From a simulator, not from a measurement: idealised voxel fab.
You're looking at the process module voxel self aligned contacts.
For reference, the cross-section in this document is cut, with width 250 nm and square cells of 5 nm.
Cross-section, as written here: a square-cell grid given band by band from the top down, where a band holds one or more rows of cells.
Band entry format. Leading values: height of top, height of bottom, nm. Remainder: materials in left-to-right order, each with its width in nm. Special words: "throughout" on a single material, which then fills the band edge to edge; "empty", empty space.
A quick word on heights: they are counted from 0, and under that level the wafer as it came to us is one material throughout. The lowest band is different from the rest in having no bottom; it simply continues downward, written as in "0 -> down".
Top row gets the first number, bottom row gets the second, and each row in between changes by the same step: that is how a band width like "30 to 40" works.
"no alterations made" -> step changed no cross-section cell.
Empty spaces without an open route to the top, at least 8 cells in extent, make up the entry "Closed void inventory"; each is given as width x height at distance, where the distance is measured from the left edge, and all are in nm.
If you see something after the settings on a step's line, that's the simulator's own remark about that step.
overlay nm, on a step with a mask: how far to the right of its planned place the mask lay; to the left if negative
## So here's the lineup of process steps we planned
| 1 | RECEIVE,material Si |
| 2 | CONFORMAL_DEP,material SiO2,thk nm 5 |
| 3 | DIRECTIONAL_DEP,material polySi,thk nm 20 |
| 4 | DIRECTIONAL_DEP,material SiN,thk nm 20 |
| 5 | PATTERN,tone cover,mask id GATE,material resist,width nm 25,pitch nm 70,thk nm 20,overlay nm 0 |
| 6 | DIRECTIONAL_ETCH,etch materials SiN,depth nm 20 |
| 7 | DIRECTIONAL_ETCH,etch materials polySi,depth nm 20 |
| 8 | STRIP,etch materials resist |
| 9 | CONFORMAL_DEP,material SiN,thk nm 10 |
| 10 | DIRECTIONAL_ETCH,etch materials SiN,depth nm 10 |
| 11 | FILL_DEP,material SiO2,thk nm 15 |
| 12 | CMP,height nm 55 |
| 13 | PATTERN,tone open,mask id CONTACT,material resist,width nm 55,pitch nm 70,thk nm 15,overlay nm 0 |
| 14 | DIRECTIONAL_ETCH,etch materials SiO2,depth nm 55 |
| 15 | STRIP,etch materials resist |
| 16 | CONFORMAL_DEP,material TiN,thk nm 5 |
| 17 | FILL_DEP,material W,thk nm 5 |
| 18 | CMP,height nm 55 |
| 19 | CONFORMAL_DEP,material SiN,thk nm 5 |
## Run as planned: first of two wafers
## Cross-section: wafer on arrival = after step 1
    0 -> down: Si throughout
    Closed void inventory: none
## Upon completion of step 2, the wafer appears in cross-section as shown
    5 -> 0: SiO2 throughout
    Below 0, no change.
## Upon completion of step 3, the wafer appears in cross-section as shown
    25 -> 5: polySi throughout
    Below 5, no change.
## Upon completion of step 4, the wafer appears in cross-section as shown
    45 -> 25: SiN throughout
    Below 25, no change.
## Upon completion of step 5, the wafer appears in cross-section as shown
    65 -> 45: 40 of empty / 25 of resist / 45 of empty / 25 of resist / 45 of empty / 25 of resist / 45 of empty
    Below 45, no change.
## Upon completion of step 6, the wafer appears in cross-section as shown
    65 -> 45: 40 of empty / 25 of resist / 45 of empty / 25 of resist / 45 of empty / 25 of resist / 45 of empty
    45 -> 25: 40 of empty / 25 of SiN / 45 of empty / 25 of SiN / 45 of empty / 25 of SiN / 45 of empty
    Below 25, no change.
## Upon completion of step 7, the wafer appears in cross-section as shown
    65 -> 45: 40 of empty / 25 of resist / 45 of empty / 25 of resist / 45 of empty / 25 of resist / 45 of empty
    45 -> 25: 40 of empty / 25 of SiN / 45 of empty / 25 of SiN / 45 of empty / 25 of SiN / 45 of empty
    25 -> 5: 40 of empty / 25 of polySi / 45 of empty / 25 of polySi / 45 of empty / 25 of polySi / 45 of empty
    Below 5, no change.
## Upon completion of step 8, the wafer appears in cross-section as shown
    45 -> 25: 40 of empty / 25 of SiN / 45 of empty / 25 of SiN / 45 of empty / 25 of SiN / 45 of empty
    Below 25, no change.
## Upon completion of step 9, the wafer appears in cross-section as shown
    55 -> 25: 30 of empty / 45 of SiN / 25 of empty / 45 of SiN / 25 of empty / 45 of SiN / 35 of empty
    25 -> 15: 30 of empty / 10 of SiN / 25 of polySi / 10 of SiN / 25 of empty / 10 of SiN / 25 of polySi / 10 of SiN / 25 of empty / 10 of SiN / 25 of polySi / 10 of SiN / 35 of empty
    15 -> 5: 40 of SiN / 25 of polySi / 45 of SiN / 25 of polySi / 45 of SiN / 25 of polySi / 45 of SiN
    Below 5, no change.
## Upon completion of step 10, the wafer appears in cross-section as shown
    45 -> 25: 30 of empty / 45 of SiN / 25 of empty / 45 of SiN / 25 of empty / 45 of SiN / 35 of empty
    25 -> 5: 30 of empty / 10 of SiN / 25 of polySi / 10 of SiN / 25 of empty / 10 of SiN / 25 of polySi / 10 of SiN / 25 of empty / 10 of SiN / 25 of polySi / 10 of SiN / 35 of empty
    Below 5, no change.
## Upon completion of step 11, the wafer appears in cross-section as shown
    60 -> 45: SiO2 throughout
    45 -> 25: 30 of SiO2 / 45 of SiN / 25 of SiO2 / 45 of SiN / 25 of SiO2 / 45 of SiN / 35 of SiO2
    25 -> 5: 30 of SiO2 / 10 of SiN / 25 of polySi / 10 of SiN / 25 of SiO2 / 10 of SiN / 25 of polySi / 10 of SiN / 25 of SiO2 / 10 of SiN / 25 of polySi / 10 of SiN / 35 of SiO2
    Below 5, no change.
## Upon completion of step 12, the wafer appears in cross-section as shown
    55 -> 45: SiO2 throughout
    Below 45, no change.
## Upon completion of step 13, the wafer appears in cross-section as shown
    70 -> 55: 60 of resist / 55 of empty / 15 of resist / 55 of empty / 65 of resist
    Below 55, no change.
## Upon completion of step 14, the wafer appears in cross-section as shown
    70 -> 55: 60 of resist / 55 of empty / 15 of resist / 55 of empty / 65 of resist
    55 -> 45: 60 of SiO2 / 55 of empty / 15 of SiO2 / 55 of empty / 65 of SiO2
    45 -> 25: 30 of SiO2 / 45 of SiN / 25 of empty / 45 of SiN / 25 of empty / 45 of SiN / 35 of SiO2
    25 -> 5: 30 of SiO2 / 10 of SiN / 25 of polySi / 10 of SiN / 25 of empty / 10 of SiN / 25 of polySi / 10 of SiN / 25 of empty / 10 of SiN / 25 of polySi / 10 of SiN / 35 of SiO2
    5 -> 0: 75 of SiO2 / 25 of empty / 45 of SiO2 / 25 of empty / 80 of SiO2
    Below 0, no change.
## Upon completion of step 15, the wafer appears in cross-section as shown
    55 -> 45: 60 of SiO2 / 55 of empty / 15 of SiO2 / 55 of empty / 65 of SiO2
    Below 45, no change.
## Upon completion of step 16, the wafer appears in cross-section as shown
    60 -> 55: 65 of TiN / 45 of empty / 25 of TiN / 45 of empty / 70 of TiN
    55 -> 45: 60 of SiO2 / 5 to 20 of TiN / 45 to 15 of empty / 5 to 20 of TiN / 15 of SiO2 / 5 to 20 of TiN / 45 to 15 of empty / 5 to 20 of TiN / 65 of SiO2
    45 -> 25: 30 of SiO2 / 45 of SiN / 5 of TiN / 15 of empty / 5 of TiN / 45 of SiN / 5 of TiN / 15 of empty / 5 of TiN / 45 of SiN / 35 of SiO2
    25 -> 5: 30 of SiO2 / 10 of SiN / 25 of polySi / 10 of SiN / 5 of TiN / 15 of empty / 5 of TiN / 10 of SiN / 25 of polySi / 10 of SiN / 5 of TiN / 15 of empty / 5 of TiN / 10 of SiN / 25 of polySi / 10 of SiN / 35 of SiO2
    5 -> 0: 75 of SiO2 / 25 of TiN / 45 of SiO2 / 25 of TiN / 80 of SiO2
    Below 0, no change.
## Upon completion of step 17, the wafer appears in cross-section as shown
    65 -> 60: W throughout
    60 -> 55: 65 of TiN / 45 of W / 25 of TiN / 45 of W / 70 of TiN
    55 -> 45: 60 of SiO2 / 5 to 20 of TiN / 45 to 15 of W / 5 to 20 of TiN / 15 of SiO2 / 5 to 20 of TiN / 45 to 15 of W / 5 to 20 of TiN / 65 of SiO2
    45 -> 25: 30 of SiO2 / 45 of SiN / 5 of TiN / 15 of W / 5 of TiN / 45 of SiN / 5 of TiN / 15 of W / 5 of TiN / 45 of SiN / 35 of SiO2
    25 -> 5: 30 of SiO2 / 10 of SiN / 25 of polySi / 10 of SiN / 5 of TiN / 15 of W / 5 of TiN / 10 of SiN / 25 of polySi / 10 of SiN / 5 of TiN / 15 of W / 5 of TiN / 10 of SiN / 25 of polySi / 10 of SiN / 35 of SiO2
    Below 5, no change.
## Upon completion of step 18, the wafer appears in cross-section as shown
    55 -> 45: 60 of SiO2 / 5 to 20 of TiN / 45 to 15 of W / 5 to 20 of TiN / 15 of SiO2 / 5 to 20 of TiN / 45 to 15 of W / 5 to 20 of TiN / 65 of SiO2
    Below 45, no change.
## Upon completion of step 19, the wafer appears in cross-section as shown
    60 -> 55: SiN throughout
    Below 55, no change.
## Companion wafer, the second of two: same beginning, same intended sequence, one mistake in carrying it out; through step 4 inclusive it tracks the first exactly
## Cross-section of the second wafer corresponding to the planned conclusion of step 5
    65 -> 45: 50 of empty / 25 of resist / 45 of empty / 25 of resist / 45 of empty / 25 of resist / 35 of empty
    Below 45, no change.
## Cross-section of the second wafer corresponding to the planned conclusion of step 6
    65 -> 45: 50 of empty / 25 of resist / 45 of empty / 25 of resist / 45 of empty / 25 of resist / 35 of empty
    45 -> 25: 50 of empty / 25 of SiN / 45 of empty / 25 of SiN / 45 of empty / 25 of SiN / 35 of empty
    Below 25, no change.
## Cross-section of the second wafer corresponding to the planned conclusion of step 7
    65 -> 45: 50 of empty / 25 of resist / 45 of empty / 25 of resist / 45 of empty / 25 of resist / 35 of empty
    45 -> 25: 50 of empty / 25 of SiN / 45 of empty / 25 of SiN / 45 of empty / 25 of SiN / 35 of empty
    25 -> 5: 50 of empty / 25 of polySi / 45 of empty / 25 of polySi / 45 of empty / 25 of polySi / 35 of empty
    Below 5, no change.
## Cross-section of the second wafer corresponding to the planned conclusion of step 8
    45 -> 25: 50 of empty / 25 of SiN / 45 of empty / 25 of SiN / 45 of empty / 25 of SiN / 35 of empty
    Below 25, no change.
## Cross-section of the second wafer corresponding to the planned conclusion of step 9
    55 -> 25: 40 of empty / 45 of SiN / 25 of empty / 45 of SiN / 25 of empty / 45 of SiN / 25 of empty
    25 -> 15: 40 of empty / 10 of SiN / 25 of polySi / 10 of SiN / 25 of empty / 10 of SiN / 25 of polySi / 10 of SiN / 25 of empty / 10 of SiN / 25 of polySi / 10 of SiN / 25 of empty
    15 -> 5: 50 of SiN / 25 of polySi / 45 of SiN / 25 of polySi / 45 of SiN / 25 of polySi / 35 of SiN
    Below 5, no change.
## Cross-section of the second wafer corresponding to the planned conclusion of step 10
    45 -> 25: 40 of empty / 45 of SiN / 25 of empty / 45 of SiN / 25 of empty / 45 of SiN / 25 of empty
    25 -> 5: 40 of empty / 10 of SiN / 25 of polySi / 10 of SiN / 25 of empty / 10 of SiN / 25 of polySi / 10 of SiN / 25 of empty / 10 of SiN / 25 of polySi / 10 of SiN / 25 of empty
    Below 5, no change.
## Cross-section of the second wafer corresponding to the planned conclusion of step 11
    60 -> 45: SiO2 throughout
    45 -> 25: 40 of SiO2 / 45 of SiN / 25 of SiO2 / 45 of SiN / 25 of SiO2 / 45 of SiN / 25 of SiO2
    25 -> 5: 40 of SiO2 / 10 of SiN / 25 of polySi / 10 of SiN / 25 of SiO2 / 10 of SiN / 25 of polySi / 10 of SiN / 25 of SiO2 / 10 of SiN / 25 of polySi / 10 of SiN / 25 of SiO2
    Below 5, no change.
## Cross-section of the second wafer corresponding to the planned conclusion of step 12
    55 -> 45: SiO2 throughout
    Below 45, no change.
## Cross-section of the second wafer corresponding to the planned conclusion of step 13
    70 -> 55: 60 of resist / 55 of empty / 15 of resist / 55 of empty / 65 of resist
    Below 55, no change.
## Cross-section of the second wafer corresponding to the planned conclusion of step 14
    70 -> 55: 60 of resist / 55 of empty / 15 of resist / 55 of empty / 65 of resist
    55 -> 45: 60 of SiO2 / 55 of empty / 15 of SiO2 / 55 of empty / 65 of SiO2
    45 -> 25: 40 of SiO2 / 45 of SiN / 25 of empty / 45 of SiN / 25 of empty / 45 of SiN / 25 of SiO2
    25 -> 5: 40 of SiO2 / 10 of SiN / 25 of polySi / 10 of SiN / 25 of empty / 10 of SiN / 25 of polySi / 10 of SiN / 25 of empty / 10 of SiN / 25 of polySi / 10 of SiN / 25 of SiO2
    5 -> 0: 85 of SiO2 / 25 of empty / 45 of SiO2 / 25 of empty / 70 of SiO2
    Below 0, no change.
## Cross-section of the second wafer corresponding to the planned conclusion of step 15
    55 -> 45: 60 of SiO2 / 55 of empty / 15 of SiO2 / 55 of empty / 65 of SiO2
    Below 45, no change.
## Cross-section of the second wafer corresponding to the planned conclusion of step 16
    60 -> 55: 65 of TiN / 45 of empty / 25 of TiN / 45 of empty / 70 of TiN
    55 -> 45: 60 of SiO2 / 5 to 30 of TiN / 45 to 15 of empty / 5 to 10 of TiN / 15 of SiO2 / 5 to 30 of TiN / 45 to 15 of empty / 5 to 10 of TiN / 65 of SiO2
    45 -> 25: 40 of SiO2 / 45 of SiN / 5 of TiN / 15 of empty / 5 of TiN / 45 of SiN / 5 of TiN / 15 of empty / 5 of TiN / 45 of SiN / 25 of SiO2
    25 -> 5: 40 of SiO2 / 10 of SiN / 25 of polySi / 10 of SiN / 5 of TiN / 15 of empty / 5 of TiN / 10 of SiN / 25 of polySi / 10 of SiN / 5 of TiN / 15 of empty / 5 of TiN / 10 of SiN / 25 of polySi / 10 of SiN / 25 of SiO2
    5 -> 0: 85 of SiO2 / 25 of TiN / 45 of SiO2 / 25 of TiN / 70 of SiO2
    Below 0, no change.
## Cross-section of the second wafer corresponding to the planned conclusion of step 17
    65 -> 60: W throughout
    60 -> 55: 65 of TiN / 45 of W / 25 of TiN / 45 of W / 70 of TiN
    55 -> 45: 60 of SiO2 / 5 to 30 of TiN / 45 to 15 of W / 5 to 10 of TiN / 15 of SiO2 / 5 to 30 of TiN / 45 to 15 of W / 5 to 10 of TiN / 65 of SiO2
    45 -> 25: 40 of SiO2 / 45 of SiN / 5 of TiN / 15 of W / 5 of TiN / 45 of SiN / 5 of TiN / 15 of W / 5 of TiN / 45 of SiN / 25 of SiO2
    25 -> 5: 40 of SiO2 / 10 of SiN / 25 of polySi / 10 of SiN / 5 of TiN / 15 of W / 5 of TiN / 10 of SiN / 25 of polySi / 10 of SiN / 5 of TiN / 15 of W / 5 of TiN / 10 of SiN / 25 of polySi / 10 of SiN / 25 of SiO2
    Below 5, no change.
## Cross-section of the second wafer corresponding to the planned conclusion of step 18
    55 -> 45: 60 of SiO2 / 5 to 30 of TiN / 45 to 15 of W / 5 to 10 of TiN / 15 of SiO2 / 5 to 30 of TiN / 45 to 15 of W / 5 to 10 of TiN / 65 of SiO2
    Below 45, no change.
## Cross-section of the second wafer corresponding to the planned conclusion of step 19
    60 -> 55: SiN throughout
    Below 55, no change.
What was the processing mistake? in deviation from the planned setting, step 5 was conducted as PATTERN,tone cover,mask id GATE,material resist,width nm 25,pitch nm 70,thk nm 20,overlay nm 10
If you tally the cells, the second wafer ends up with the same amount of every material as the first; it's all just sitting in different places.
